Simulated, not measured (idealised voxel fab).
This is a process module. Its name is voxel lift off.
In the cross-section labelled cut, the width is 165 nm and each square cell is 5 nm.
Notation: cross-section as square-cell grid; stated in bands, top first, going down; one or more cell rows per band.
Heights first: top, then bottom, in nm. Then materials, left to right, each with a width in nm. "throughout" on a single material: fills the band edge to edge. "blank": empty space.
Measure heights from 0. That's the level where, below it, the as-received wafer is all one material. The lowest band is bottomless and extends downward; write it as in "z 0 and below".
Top row gets the first number, bottom row gets the second, and each row in between changes by the same step: that is how a band width like "30->40" works.
For the purposes of this document, the phrase "no alteration" attached to a step denotes that no cell within the cross-section was modified by that step.
Cavities, closed: empty space of 8 cells or more with no open way to the top, each as width x height at its distance from the left edge, in nm
Post-settings text on a step line: simulator's own remark regarding the step.
overlay nm: step with mask; distance mask lay right of planned place; negative value = left of planned place.

[Process steps foreseen in the plan]
1 RECEIVE: material Si
2 CONFORMAL_DEP: material Al2O3, thk nm 5
3 PATTERN: tone open, mask id LINES, material resist, width nm 30, pitch nm 45, thk nm 15, overlay nm 0
4 DIRECTIONAL_DEP: material Ru, thk nm 5
5 STRIP: etch materials resist
6 CONFORMAL_DEP: material SiN, thk nm 5

[Wafer at receipt (post step 1), cross-section]
z 0 and below = Si throughout
Cavities, closed: none

[Look at the cross-section after the module: the wafer started out the way shown above and the plan was the one shown above, yet one mistake was made along the way]
z 10 to 5 = blank=20  Ru=30  blank=15  Ru=30  blank=15  Ru=30  blank=25
z 5 to 0 = Al2O3 throughout
z 0 and below = Si throughout
Cavities, closed: none
Deviation from plan: step 6 of the plan was omitted and not executed
